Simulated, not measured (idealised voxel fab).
Process module name: voxel capacitor over wiring
In the cross-section labelled cut, the width is 270 nm and each square cell is 5 nm.
Notation: cross-section as square-cell grid; stated in bands, top first, going down; one or more cell rows per band. The band entry comprises the height of the band's top followed by the height of its bottom, expressed in nm, and subsequently the band's materials from left to right, each stated together with its width in nm. Where a single material is marked with the word "full width", that material fills the band from edge to edge. The word "blank" represents empty space. Height 0 is the level under which the wafer as received is all one material. The lowest band goes on downwards, as in "0 down". You'd read "30->40" like this: the band's top row of cells is as wide as the first number, its bottom row is as wide as the second, and going down, every row changes width by the same amount as the row before did. A step reported as "no modifications" is a step in which no cell of the cross-section changed. Each empty space that has no open way to the top and spans at least 8 cells appears under "Enclosed void entries" as width x height at distance, the distance counted from the left edge, all in nm. Read whatever lies past the settings on a step's line as the simulator's own remark about the step. "overlay nm" answers the question of how far to the right of plan the mask lay on a step that has a mask, and when it is negative the answer is to the left.

Here's what the planned process steps look like:
1: RECEIVE (material Si)
2: CONFORMAL_DEP (material SiO2; thk nm 15)
3: CONFORMAL_DEP (material SiCN; thk nm 5)
4: DIRECTIONAL_DEP (material SiO2; thk nm 25)
5: MASKED_ETCH (tone open; mask id METAL_1; width nm 20; pitch nm 90; etch materials SiO2; depth nm 25; overlay nm 0)
6: MASKED_ETCH (tone open; mask id METAL_1; width nm 20; pitch nm 90; etch materials SiCN; depth nm 5; overlay nm 0)
7: CONFORMAL_DEP (material TiN; thk nm 5)
8: FILL_DEP (material Cu; thk nm 10)
9: CMP (height nm 45)
10: EPI (material Ru; thk nm 5)
11: FILL_DEP (material SiCN; thk nm 5)
12: DIRECTIONAL_DEP (material lowk; thk nm 10)
13: MASKED_ETCH (tone open; mask id PLUG_1; width nm 15; etch materials lowk; depth nm 10; overlay nm 0)
14: MASKED_ETCH (tone open; mask id PLUG_1; width nm 15; etch materials SiCN; depth nm 5; overlay nm 0)
15: CONFORMAL_DEP (material TiN; thk nm 5)
16: FILL_DEP (material W; thk nm 10)
17: CMP (height nm 65)
18: DIRECTIONAL_DEP (material TiN; thk nm 5)
19: DIRECTIONAL_DEP (material HfO2; thk nm 5)
20: DIRECTIONAL_DEP (material TiN; thk nm 10)
21: MASKED_ETCH (tone cover; mask id UPPER_PLATE; width nm 75; etch materials TiN; depth nm 10; overlay nm 0)
22: MASKED_ETCH (tone cover; mask id UPPER_PLATE; width nm 75; etch materials HfO2; depth nm 5; overlay nm 0)
23: MASKED_ETCH (tone cover; mask id LOWER_PLATE; width nm 85; etch materials TiN; depth nm 5; overlay nm 0)
24: FILL_DEP (material SiO2; thk nm 20)
25: CMP (height nm 100)
26: MASKED_ETCH (tone open; mask id PLUG_2; width nm 15; etch materials SiO2; depth nm 15; overlay nm 0)
27: CONFORMAL_DEP (material TiN; thk nm 5)
28: FILL_DEP (material W; thk nm 10)
29: CMP (height nm 100)
30: CONFORMAL_DEP (material SiCN; thk nm 5)

Cross-sectional view of the wafer in its as-received condition, corresponding to the state after step 1:
> 0 down | Si full width
> Enclosed void entries: none

Figure: cross-sectional view of the wafer upon completion of the module, processed from the initial state and according to the plan depicted above, with one error introduced during execution:
> 105 to 100 | SiCN full width
> 100 to 90 | 95 of SiO2  5 of TiN  5 of W  5 of TiN  160 of SiO2
> 90 to 80 | 95->90 of SiO2  15->70 of TiN  160->110 of SiO2
> 80 to 75 | 85 of SiO2  75 of TiN  110 of SiO2
> 75 to 70 | 85 of SiO2  75 of HfO2  110 of SiO2
> 70 to 65 | 85 of SiO2  90 of TiN  95 of SiO2
> 65 to 55 | 85 of lowk  5 of TiN  5 of W  5 of TiN  170 of lowk
> 55 to 50 | 85 of SiCN  15 of TiN  170 of SiCN
> 50 to 45 | 75 of SiCN  30 of Ru  60 of SiCN  30 of Ru  75 of SiCN
> 45 to 20 | 80 of SiO2  5 of TiN  10 of Cu  5 of TiN  70 of SiO2  5 of TiN  10 of Cu  5 of TiN  80 of SiO2
> 20 to 15 | 80 of SiCN  20 of TiN  70 of SiCN  20 of TiN  80 of SiCN
> 15 to 0 | SiO2 full width
> 0 down | Si full width
> Enclosed void entries: none
Finding, execution versus plan: step 23 ran with different settings than intended, the actual operation and settings being MASKED_ETCH (tone cover; mask id LOWER_PLATE; width nm 85; etch materials TiN; depth nm 5; overlay nm 10)
